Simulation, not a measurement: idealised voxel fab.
The name of this process module is voxel self aligned vias.
This is section cut - it's 225 nm across, gridded in 5 nm square cells.
Heads up, the way a cross-section reads in here is a grid of square cells, handed over as bands from the top down, with every band being one or more rows of cells.
Top, bottom (nm), then materials left to right with widths (nm); lone material tagged "everywhere" fills the whole band edge to edge; "air" = empty space.
Height 0 is the level under which the wafer as received is all one material. The lowest band goes on downwards, as in "0 and below".
A width given as "30->40" starts at the first number in the band's top row and ends at the second number in its bottom row, shifting by an equal amount at every step from row to row.
The designation "no modification", where it is given for a processing step, indicates that no cell of the cross-section was altered in the course of that step.
Closed empty spaces (no open way to the top) of 8 cells or more are what "Enclosed void listing" lists, each as width x height at distance from the left edge, nm for all three.
Post-settings text on a step line: simulator's own remark regarding the step.
The line of a step may include "overlay nm". On a step with a mask, this value is how far to the right of its planned place the mask lay. A negative value means the mask lay to the left.
# plan
1,RECEIVE (material Si)
2,CONFORMAL_DEP (material SiO2; thk nm 10)
3,CONFORMAL_DEP (material SiCN; thk nm 5)
4,DIRECTIONAL_DEP (material SiO2; thk nm 20)
5,PATTERN (tone open; mask id LINES; material resist; width nm 30; pitch nm 65; thk nm 15; overlay nm 0)
6,DIRECTIONAL_ETCH (etch materials SiO2; depth nm 20)
7,STRIP (etch materials resist)
8,CONFORMAL_DEP (material TiN; thk nm 5)
9,FILL_DEP (material Ru; thk nm 10)
10,CMP (height nm 35)
11,SELECTIVE_ETCH (etch materials W Ru TiN; depth nm 5)
12,FILL_DEP (material SiN; thk nm 5)
13,CMP (height nm 35)
14,DIRECTIONAL_DEP (material SiO2; thk nm 15)
15,PATTERN (tone open; mask id VIAS; material resist; width nm 30; pitch nm 65; thk nm 15; overlay nm 0)
16,DIRECTIONAL_ETCH (etch materials SiO2; depth nm 15)
17,DIRECTIONAL_ETCH (etch materials SiN; depth nm 5)
18,STRIP (etch materials resist)
19,CONFORMAL_DEP (material TiN; thk nm 5)
20,FILL_DEP (material Cu; thk nm 5)
21,CMP (height nm 50)
22,CONFORMAL_DEP (material SiCN; thk nm 5)
Wafers differ in width nm at step 15; plan lists the first wafer's value; identical starting state.
# First wafer of several, as received: cross-section after step 1
> 0 and below | Si everywhere
> Enclosed void listing: none
# Cross-section of the first of several wafers once the module has run through its last step, step 22
> 55 down to 50 | SiCN everywhere
> 50 down to 35 | 30 SiO2, then 5 TiN, then 20 Cu, then 5 TiN, then 35 SiO2, then 5 TiN, then 20 Cu, then 5 TiN, then 35 SiO2, then 5 TiN, then 20 Cu, then 5 TiN, then 35 SiO2
> 35 down to 30 | 30 SiO2, then 30 TiN, then 35 SiO2, then 30 TiN, then 35 SiO2, then 30 TiN, then 35 SiO2
> 30 down to 20 | 30 SiO2, then 5 TiN, then 20 Ru, then 5 TiN, then 35 SiO2, then 5 TiN, then 20 Ru, then 5 TiN, then 35 SiO2, then 5 TiN, then 20 Ru, then 5 TiN, then 35 SiO2
> 20 down to 15 | 30 SiO2, then 30 TiN, then 35 SiO2, then 30 TiN, then 35 SiO2, then 30 TiN, then 35 SiO2
> 15 down to 10 | SiCN everywhere
> 10 down to 0 | SiO2 everywhere
> 0 and below | Si everywhere
> Enclosed void listing: none
# Last wafer x-sec, end of module
> 55 down to 50 | SiCN everywhere
> 50 down to 40 | 20 SiO2, then 5 TiN, then 40 Cu, then 5 TiN, then 15 SiO2, then 5 TiN, then 40 Cu, then 5 TiN, then 15 SiO2, then 5 TiN, then 40 Cu, then 5 TiN, then 25 SiO2
> 40 down to 35 | 20 SiO2, then 15 TiN, then 20 Cu, then 15 TiN, then 15 SiO2, then 15 TiN, then 20 Cu, then 15 TiN, then 15 SiO2, then 15 TiN, then 20 Cu, then 15 TiN, then 25 SiO2
> 35 down to 30 | 30 SiO2, then 30 TiN, then 35 SiO2, then 30 TiN, then 35 SiO2, then 30 TiN, then 35 SiO2
> 30 down to 20 | 30 SiO2, then 5 TiN, then 20 Ru, then 5 TiN, then 35 SiO2, then 5 TiN, then 20 Ru, then 5 TiN, then 35 SiO2, then 5 TiN, then 20 Ru, then 5 TiN, then 35 SiO2
> 20 down to 15 | 30 SiO2, then 30 TiN, then 35 SiO2, then 30 TiN, then 35 SiO2, then 30 TiN, then 35 SiO2
> 15 down to 10 | SiCN everywhere
> 10 down to 0 | SiO2 everywhere
> 0 and below | Si everywhere
> Enclosed void listing: none
# Per wafer, end of module: cells gained (+) or lost (-) per material since receipt, then closed voids
width nm 30, +36 Cu, +24 Ru, +90 SiCN, +279 SiO2, +66 TiN, Enclosed void listing: none
width nm 35, +42 Cu, +24 Ru, +90 SiCN, +270 SiO2, +69 TiN, Enclosed void listing: none
width nm 40, +48 Cu, +24 Ru, +90 SiCN, +261 SiO2, +72 TiN, Enclosed void listing: none
width nm 45, +54 Cu, +24 Ru, +90 SiCN, +252 SiO2, +75 TiN, Enclosed void listing: none
width nm 50, +60 Cu, +24 Ru, +90 SiCN, +243 SiO2, +78 TiN, Enclosed void listing: none
